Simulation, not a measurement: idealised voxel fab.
The following process module bears the name voxel transistor to metal.
Displayed cross-section: cut, width of 165 nm, square cells sized 5 nm.
A cross-section is a grid of square cells, given in bands from the top down. A band is one or more rows of cells.
The entry gives the band's vertical extent as a top height and a bottom height in nm, then its horizontal make-up as materials from left to right, each with a width in nm. "air" stands for empty space; a single material marked "full width" fills the band edge to edge.
Height 0 is the level under which the wafer as received is all one material. The lowest band goes on downwards, as in "0 down".
Width spec "30 to 40" -> top row of cells at first value, bottom row at second value, equal per-row change in between.
The designation "same as before", where it is given for a processing step, indicates that no cell of the cross-section was altered in the course of that step.
The entry titled "Voids, fully enclosed" provides the empty spaces that have no open way to the top, restricted to those of 8 cells or more. Each is presented as width x height at distance, the distance being measured from the left edge, with all three in nm.
On each step's line, the part that comes after the settings is the simulator's own comment on the step.
What "overlay nm" on a step's line means: if the step has a mask, that mask lay this far to the right of its planned place, or, when the value is negative, to the left.
Process steps - plan
1) RECEIVE (material Si)
2) OXIDIZE (depth nm 5)
3) CONFORMAL_DEP (material SiN; thk nm 10)
4) MASKED_ETCH (tone cover; mask id ACTIVE; width nm 110; etch materials SiN; depth nm 10; overlay nm 0)
5) MASKED_ETCH (tone cover; mask id ACTIVE; width nm 110; etch materials SiO2; depth nm 5; overlay nm 0)
6) MASKED_ETCH (tone cover; mask id ACTIVE; width nm 110; etch materials Si; depth nm 25; overlay nm 0)
7) OXIDIZE (depth nm 5)
8) FILL_DEP (material SiO2; thk nm 15)
9) CMP (height nm 10)
10) SELECTIVE_ETCH (etch materials SiO2; depth nm 5)
11) STRIP (etch materials SiN)
12) SELECTIVE_ETCH (etch materials SiO2; depth nm 5)
13) OXIDIZE (depth nm 5)
14) DIRECTIONAL_DEP (material polySi; thk nm 30)
15) DIRECTIONAL_DEP (material SiCN; thk nm 15)
16) PATTERN (tone cover; mask id GATE; material resist; width nm 30; thk nm 15; overlay nm 0)
17) DIRECTIONAL_ETCH (etch materials SiCN; depth nm 25)
18) DIRECTIONAL_ETCH (etch materials polySi; depth nm 40)
19) STRIP (etch materials resist)
20) CONFORMAL_DEP (material SiO2; thk nm 5)
21) DIRECTIONAL_ETCH (etch materials SiO2; depth nm 5)
22) CONFORMAL_DEP (material SiN; thk nm 10)
23) DIRECTIONAL_ETCH (etch materials SiN; depth nm 10)
24) DIRECTIONAL_ETCH (etch materials SiO2; depth nm 5)
25) DIRECTIONAL_ETCH (etch materials Si; depth nm 5)
26) EPI (material pSi; thk nm 10)
27) FILL_DEP (material SiO2; thk nm 10)
28) CMP (height nm 25)
29) STRIP (etch materials polySi)
30) SELECTIVE_ETCH (etch materials SiO2; depth nm 5)
31) CONFORMAL_DEP (material HfO2; thk nm 5)
32) CONFORMAL_DEP (material TiN; thk nm 5)
33) FILL_DEP (material W; thk nm 5)
34) CMP (height nm 20)
35) DIRECTIONAL_DEP (material SiO2; thk nm 10)
36) PATTERN (tone open; mask id CONTACT; material resist; width nm 15; pitch nm 75; thk nm 20; overlay nm 0)
37) DIRECTIONAL_ETCH (etch materials SiO2; depth nm 30)
38) STRIP (etch materials resist)
39) CONFORMAL_DEP (material TiN; thk nm 5)
40) FILL_DEP (material Ru; thk nm 10)
41) CMP (height nm 30)
42) DIRECTIONAL_DEP (material TiN; thk nm 5)
43) DIRECTIONAL_DEP (material W; thk nm 15)
44) PATTERN (tone cover; mask id METAL_1; material resist; width nm 15; pitch nm 75; thk nm 20; overlay nm 0)
45) DIRECTIONAL_ETCH (etch materials W; depth nm 15)
46) DIRECTIONAL_ETCH (etch materials TiN; depth nm 5)
47) STRIP (etch materials resist)
48) FILL_DEP (material lowk; thk nm 5)
49) CMP (height nm 50)
50) CONFORMAL_DEP (material SiCN; thk nm 5)
Shown in cross-section is the wafer as received, that is, as it stands after step 1
    0 down | Si full width
    Voids, fully enclosed: none
Here's the wafer cut in cross-section after the module, started and planned just like above, except one thing was done wrong in the run
    55 to 50 | SiCN full width
    50 to 35 | 35 nm lowk / 15 nm W / 60 nm lowk / 15 nm W / 40 nm lowk
    35 to 30 | 35 nm lowk / 15 nm TiN / 60 nm lowk / 15 nm TiN / 40 nm lowk
    30 to 20 | 35 nm SiO2 / 5 nm TiN / 5 nm Ru / 5 nm TiN / 60 nm SiO2 / 5 nm TiN / 5 nm Ru / 5 nm TiN / 40 nm SiO2
    20 to 5 | 35 nm SiO2 / 5 nm TiN / 5 nm Ru / 5 nm TiN / 10 nm SiN / 5 nm HfO2 / 5 nm TiN / 20 nm W / 5 nm TiN / 5 nm HfO2 / 10 nm SiN / 5 nm TiN / 5 nm Ru / 5 nm TiN / 40 nm SiO2
    5 to 0 | 35 nm SiO2 / 15 nm TiN / 10 nm SiN / 5 nm HfO2 / 5 nm TiN / 20 nm W / 5 nm TiN / 5 nm HfO2 / 10 nm SiN / 15 nm TiN / 40 nm SiO2
    0 to -5 | 25 nm SiO2 / 10 nm SiN / 15 nm pSi / 10 nm SiN / 5 nm HfO2 / 30 nm TiN / 5 nm HfO2 / 10 nm SiN / 15 nm pSi / 10 nm SiN / 30 nm SiO2
    -5 to -10 | 35 nm SiO2 / 15 nm pSi / 10 nm SiO2 / 40 nm HfO2 / 10 nm SiO2 / 15 nm pSi / 40 nm SiO2
    -10 to -15 | 30 nm SiO2 / 5 nm Si / 15 nm pSi / 60 nm Si / 15 nm pSi / 5 nm Si / 35 nm SiO2
    -15 to -60 | 30 nm SiO2 / 100 nm Si / 35 nm SiO2
    -60 down | Si full width
    Voids, fully enclosed: none
Run error: step 6 of the plan was executed twice over
